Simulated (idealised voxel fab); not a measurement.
Process module under the name voxel wiring stack
It is cross-section cut that appears here, measuring 295 nm in width, its square cells being 5 nm in size.
This document writes a cross-section as a grid whose cells are square, and gives it as bands, listed from the top down; one or more rows of cells form a band. Per band: top height and bottom height in nm, followed by the left-to-right materials and their widths in nm; "throughout" marks a single material spanning edge to edge, "empty" marks empty space. For the purposes of this specification, 0 denotes the height below which the wafer in its as-received condition is composed wholly of one material, and the lowermost band, lacking a lower limit, extends downward without end, as expressed in "0 and below". Quick explanation for "30 to 40": the width changes in equal steps down the rows of cells, from the first number in the band's top row to the second number in its bottom row. The designation "no modification", where it is given for a processing step, indicates that no cell of the cross-section was altered in the course of that step. Reported under the label "Voids lacking openings" are the empty spaces having no open way to the top and comprising 8 cells or more; the notation for each is width x height at distance, in which the distance is measured from the left edge and all three values are in nm. If you see something after the settings on a step's line, that's the simulator's own remark about that step. On any step carrying a mask, the "overlay nm" setting, if present on the step's line, tells how far right of its planned place the mask lay; negative values point to the left.

### Process steps foreseen in the plan
1. RECEIVE,material Si
2. CONFORMAL_DEP,material SiO2,thk nm 10
3. DIRECTIONAL_DEP,material TiN,thk nm 5
4. DIRECTIONAL_DEP,material Ru,thk nm 20
5. PATTERN,tone cover,mask id METAL_1,material resist,width nm 30,pitch nm 50,thk nm 15,overlay nm 0
6. DIRECTIONAL_ETCH,etch materials Ru,depth nm 20
7. DIRECTIONAL_ETCH,etch materials TiN,depth nm 5
8. STRIP,etch materials resist
9. FILL_DEP,material lowk,thk nm 10
10. CMP,height nm 35
11. CONFORMAL_DEP,material SiCN,thk nm 5
12. DIRECTIONAL_DEP,material lowk,thk nm 20
13. PATTERN,tone open,mask id PLUG_1,material resist,width nm 15,pitch nm 50,thk nm 20,overlay nm 0
14. DIRECTIONAL_ETCH,etch materials lowk,depth nm 20
15. DIRECTIONAL_ETCH,etch materials SiCN,depth nm 5
16. STRIP,etch materials resist
17. EPI,material Ru,thk nm 10
18. EPI,material Ru,thk nm 10
19. EPI,material Ru,thk nm 5
20. DIRECTIONAL_DEP,material TiN,thk nm 5
21. DIRECTIONAL_DEP,material W,thk nm 20
22. MASKED_ETCH,tone cover,mask id METAL_2,width nm 30,pitch nm 50,etch materials W,depth nm 20,overlay nm 0
23. MASKED_ETCH,tone cover,mask id METAL_2,width nm 30,pitch nm 50,etch materials TiN,depth nm 5,overlay nm 0
24. CONFORMAL_DEP,material SiN,thk nm 5
25. FILL_DEP,material SiO2,thk nm 10
26. CMP,height nm 85
27. CONFORMAL_DEP,material SiCN,thk nm 5

### Run as planned: first of two wafers

### As received (post step 1): cross-section
0 and below | Si throughout
Voids lacking openings: none

### State of the wafer after step 2, shown in cross-section
10 down to 0 | SiO2 throughout
Everything below 0 is unchanged.

### State of the wafer after step 3, shown in cross-section
15 down to 10 | TiN throughout
Everything below 10 is unchanged.

### State of the wafer after step 4, shown in cross-section
35 down to 15 | Ru throughout
Everything below 15 is unchanged.

### State of the wafer after step 5, shown in cross-section
50 down to 35 | empty (80); resist (30); empty (20); resist (30); empty (20); resist (30); empty (85)
Everything below 35 is unchanged.

### State of the wafer after step 6, shown in cross-section
50 down to 35 | empty (80); resist (30); empty (20); resist (30); empty (20); resist (30); empty (85)
35 down to 15 | empty (80); Ru (30); empty (20); Ru (30); empty (20); Ru (30); empty (85)
Everything below 15 is unchanged.

### State of the wafer after step 7, shown in cross-section
50 down to 35 | empty (80); resist (30); empty (20); resist (30); empty (20); resist (30); empty (85)
35 down to 15 | empty (80); Ru (30); empty (20); Ru (30); empty (20); Ru (30); empty (85)
15 down to 10 | empty (80); TiN (30); empty (20); TiN (30); empty (20); TiN (30); empty (85)
Everything below 10 is unchanged.

### State of the wafer after step 8, shown in cross-section
35 down to 15 | empty (80); Ru (30); empty (20); Ru (30); empty (20); Ru (30); empty (85)
Everything below 15 is unchanged.

### State of the wafer after step 9, shown in cross-section
45 down to 35 | lowk throughout
35 down to 15 | lowk (80); Ru (30); lowk (20); Ru (30); lowk (20); Ru (30); lowk (85)
15 down to 10 | lowk (80); TiN (30); lowk (20); TiN (30); lowk (20); TiN (30); lowk (85)
Everything below 10 is unchanged.

### State of the wafer after step 10, shown in cross-section
35 down to 15 | lowk (80); Ru (30); lowk (20); Ru (30); lowk (20); Ru (30); lowk (85)
Everything below 15 is unchanged.

### State of the wafer after step 11, shown in cross-section
40 down to 35 | SiCN throughout
Everything below 35 is unchanged.

### State of the wafer after step 12, shown in cross-section
60 down to 40 | lowk throughout
Everything below 40 is unchanged.

### State of the wafer after step 13, shown in cross-section
80 down to 60 | resist (80); empty (15); resist (35); empty (15); resist (35); empty (15); resist (100)
Everything below 60 is unchanged.

### State of the wafer after step 14, shown in cross-section
80 down to 60 | resist (80); empty (15); resist (35); empty (15); resist (35); empty (15); resist (100)
60 down to 40 | lowk (80); empty (15); lowk (35); empty (15); lowk (35); empty (15); lowk (100)
Everything below 40 is unchanged.

### State of the wafer after step 15, shown in cross-section
80 down to 60 | resist (80); empty (15); resist (35); empty (15); resist (35); empty (15); resist (100)
60 down to 40 | lowk (80); empty (15); lowk (35); empty (15); lowk (35); empty (15); lowk (100)
40 down to 35 | SiCN (80); empty (15); SiCN (35); empty (15); SiCN (35); empty (15); SiCN (100)
Everything below 35 is unchanged.

### State of the wafer after step 16, shown in cross-section
60 down to 40 | lowk (80); empty (15); lowk (35); empty (15); lowk (35); empty (15); lowk (100)
Everything below 40 is unchanged.

### State of the wafer after step 17, shown in cross-section
60 down to 45 | lowk (80); empty (15); lowk (35); empty (15); lowk (35); empty (15); lowk (100)
45 down to 40 | lowk (80); Ru (15); lowk (35); Ru (15); lowk (35); Ru (15); lowk (100)
40 down to 35 | SiCN (80); Ru (15); SiCN (35); Ru (15); SiCN (35); Ru (15); SiCN (100)
Everything below 35 is unchanged.

### State of the wafer after step 18, shown in cross-section
60 down to 55 | lowk (80); empty (15); lowk (35); empty (15); lowk (35); empty (15); lowk (100)
55 down to 40 | lowk (80); Ru (15); lowk (35); Ru (15); lowk (35); Ru (15); lowk (100)
Everything below 40 is unchanged.

### State of the wafer after step 19, shown in cross-section
60 down to 40 | lowk (80); Ru (15); lowk (35); Ru (15); lowk (35); Ru (15); lowk (100)
Everything below 40 is unchanged.

### State of the wafer after step 20, shown in cross-section
65 down to 60 | TiN throughout
Everything below 60 is unchanged.

### State of the wafer after step 21, shown in cross-section
85 down to 65 | W throughout
Everything below 65 is unchanged.

### State of the wafer after step 22, shown in cross-section
85 down to 65 | empty (80); W (30); empty (20); W (30); empty (20); W (30); empty (85)
Everything below 65 is unchanged.

### State of the wafer after step 23, shown in cross-section
85 down to 65 | empty (80); W (30); empty (20); W (30); empty (20); W (30); empty (85)
65 down to 60 | empty (80); TiN (30); empty (20); TiN (30); empty (20); TiN (30); empty (85)
Everything below 60 is unchanged.

### State of the wafer after step 24, shown in cross-section
90 down to 85 | empty (75); SiN (40); empty (10); SiN (40); empty (10); SiN (40); empty (80)
85 down to 65 | empty (75); SiN (5); W (30); SiN (5); empty (10); SiN (5); W (30); SiN (5); empty (10); SiN (5); W (30); SiN (5); empty (80)
65 down to 60 | SiN (80); TiN (30); SiN (20); TiN (30); SiN (20); TiN (30); SiN (85)
Everything below 60 is unchanged.

### State of the wafer after step 25, shown in cross-section
100 down to 90 | SiO2 throughout
90 down to 85 | SiO2 (75); SiN (40); SiO2 (10); SiN (40); SiO2 (10); SiN (40); SiO2 (80)
85 down to 65 | SiO2 (75); SiN (5); W (30); SiN (5); SiO2 (10); SiN (5); W (30); SiN (5); SiO2 (10); SiN (5); W (30); SiN (5); SiO2 (80)
Everything below 65 is unchanged.

### State of the wafer after step 26, shown in cross-section
85 down to 65 | SiO2 (75); SiN (5); W (30); SiN (5); SiO2 (10); SiN (5); W (30); SiN (5); SiO2 (10); SiN (5); W (30); SiN (5); SiO2 (80)
Everything below 65 is unchanged.

### State of the wafer after step 27, shown in cross-section
90 down to 85 | SiCN throughout
Everything below 85 is unchanged.

### It is to be noted that the second wafer proceeded from the same initial state and according to the same plan as the first, although one mistake was committed in its execution; through step 4, inclusive, the two wafers share an identical history

### X-section, second wafer, when step 5 was due to finish
50 down to 35 | resist (80); empty (30); resist (20); empty (30); resist (20); empty (30); resist (85)
Everything below 35 is unchanged.

### X-section, second wafer, when step 6 was due to finish
50 down to 35 | resist (80); empty (30); resist (20); empty (30); resist (20); empty (30); resist (85)
35 down to 15 | Ru (80); empty (30); Ru (20); empty (30); Ru (20); empty (30); Ru (85)
Everything below 15 is unchanged.

### X-section, second wafer, when step 7 was due to finish
50 down to 35 | resist (80); empty (30); resist (20); empty (30); resist (20); empty (30); resist (85)
35 down to 15 | Ru (80); empty (30); Ru (20); empty (30); Ru (20); empty (30); Ru (85)
15 down to 10 | TiN (80); empty (30); TiN (20); empty (30); TiN (20); empty (30); TiN (85)
Everything below 10 is unchanged.

### X-section, second wafer, when step 8 was due to finish
35 down to 15 | Ru (80); empty (30); Ru (20); empty (30); Ru (20); empty (30); Ru (85)
Everything below 15 is unchanged.

### X-section, second wafer, when step 9 was due to finish
45 down to 35 | lowk throughout
35 down to 15 | Ru (80); lowk (30); Ru (20); lowk (30); Ru (20); lowk (30); Ru (85)
15 down to 10 | TiN (80); lowk (30); TiN (20); lowk (30); TiN (20); lowk (30); TiN (85)
Everything below 10 is unchanged.

### X-section, second wafer, when step 10 was due to finish
35 down to 15 | Ru (80); lowk (30); Ru (20); lowk (30); Ru (20); lowk (30); Ru (85)
Everything below 15 is unchanged.

### X-section, second wafer, when step 11 was due to finish
40 down to 35 | SiCN throughout
Everything below 35 is unchanged.

### X-section, second wafer, when step 12 was due to finish
60 down to 40 | lowk throughout
Everything below 40 is unchanged.

### X-section, second wafer, when step 13 was due to finish
80 down to 60 | resist (80); empty (15); resist (35); empty (15); resist (35); empty (15); resist (100)
Everything below 60 is unchanged.

### X-section, second wafer, when step 14 was due to finish
80 down to 60 | resist (80); empty (15); resist (35); empty (15); resist (35); empty (15); resist (100)
60 down to 40 | lowk (80); empty (15); lowk (35); empty (15); lowk (35); empty (15); lowk (100)
Everything below 40 is unchanged.

### X-section, second wafer, when step 15 was due to finish
80 down to 60 | resist (80); empty (15); resist (35); empty (15); resist (35); empty (15); resist (100)
60 down to 40 | lowk (80); empty (15); lowk (35); empty (15); lowk (35); empty (15); lowk (100)
40 down to 35 | SiCN (80); empty (15); SiCN (35); empty (15); SiCN (35); empty (15); SiCN (100)
Everything below 35 is unchanged.

### X-section, second wafer, when step 16 was due to finish
60 down to 40 | lowk (80); empty (15); lowk (35); empty (15); lowk (35); empty (15); lowk (100)
Everything below 40 is unchanged.

X-section, second wafer, when step 17 was due to finish: no modification

X-section, second wafer, when step 18 was due to finish: no modification

X-section, second wafer, when step 19 was due to finish: no modification

### X-section, second wafer, when step 20 was due to finish
65 down to 60 | TiN (80); empty (15); TiN (35); empty (15); TiN (35); empty (15); TiN (100)
60 down to 40 | lowk (80); empty (15); lowk (35); empty (15); lowk (35); empty (15); lowk (100)
40 down to 35 | SiCN (80); TiN (15); SiCN (35); TiN (15); SiCN (35); TiN (15); SiCN (100)
Everything below 35 is unchanged.

### X-section, second wafer, when step 21 was due to finish
85 down to 65 | W (80); empty (15); W (35); empty (15); W (35); empty (15); W (100)
65 down to 60 | TiN (80); empty (15); TiN (35); empty (15); TiN (35); empty (15); TiN (100)
60 down to 40 | lowk (80); W (15); lowk (35); W (15); lowk (35); W (15); lowk (100)
Everything below 40 is unchanged.

### X-section, second wafer, when step 22 was due to finish
85 down to 65 | empty (95); W (15); empty (35); W (15); empty (35); W (15); empty (85)
Everything below 65 is unchanged.

### X-section, second wafer, when step 23 was due to finish
85 down to 65 | empty (95); W (15); empty (35); W (15); empty (35); W (15); empty (85)
65 down to 60 | empty (95); TiN (15); empty (35); TiN (15); empty (35); TiN (15); empty (85)
Everything below 60 is unchanged.

### X-section, second wafer, when step 24 was due to finish
90 down to 85 | empty (90); SiN (25); empty (25); SiN (25); empty (25); SiN (25); empty (80)
85 down to 65 | empty (90); SiN (5); W (15); SiN (5); empty (25); SiN (5); W (15); SiN (5); empty (25); SiN (5); W (15); SiN (5); empty (80)
65 down to 60 | SiN (95); TiN (15); SiN (35); TiN (15); SiN (35); TiN (15); SiN (85)
Everything below 60 is unchanged.

### X-section, second wafer, when step 25 was due to finish
100 down to 90 | SiO2 throughout
90 down to 85 | SiO2 (90); SiN (25); SiO2 (25); SiN (25); SiO2 (25); SiN (25); SiO2 (80)
85 down to 65 | SiO2 (90); SiN (5); W (15); SiN (5); SiO2 (25); SiN (5); W (15); SiN (5); SiO2 (25); SiN (5); W (15); SiN (5); SiO2 (80)
Everything below 65 is unchanged.

### X-section, second wafer, when step 26 was due to finish
85 down to 65 | SiO2 (90); SiN (5); W (15); SiN (5); SiO2 (25); SiN (5); W (15); SiN (5); SiO2 (25); SiN (5); W (15); SiN (5); SiO2 (80)
Everything below 65 is unchanged.

### X-section, second wafer, when step 27 was due to finish
90 down to 85 | SiCN throughout
Everything below 85 is unchanged.
Nonconformance to the process plan: step 5 ran as: PATTERN,tone open,mask id METAL_1,material resist,width nm 30,pitch nm 50,thk nm 15,overlay nm 0
Wafer comparison, final, in cells, second relative to first, materials more or fewer: Ru +47, SiN +9, SiO2 +36, TiN +23, lowk -115
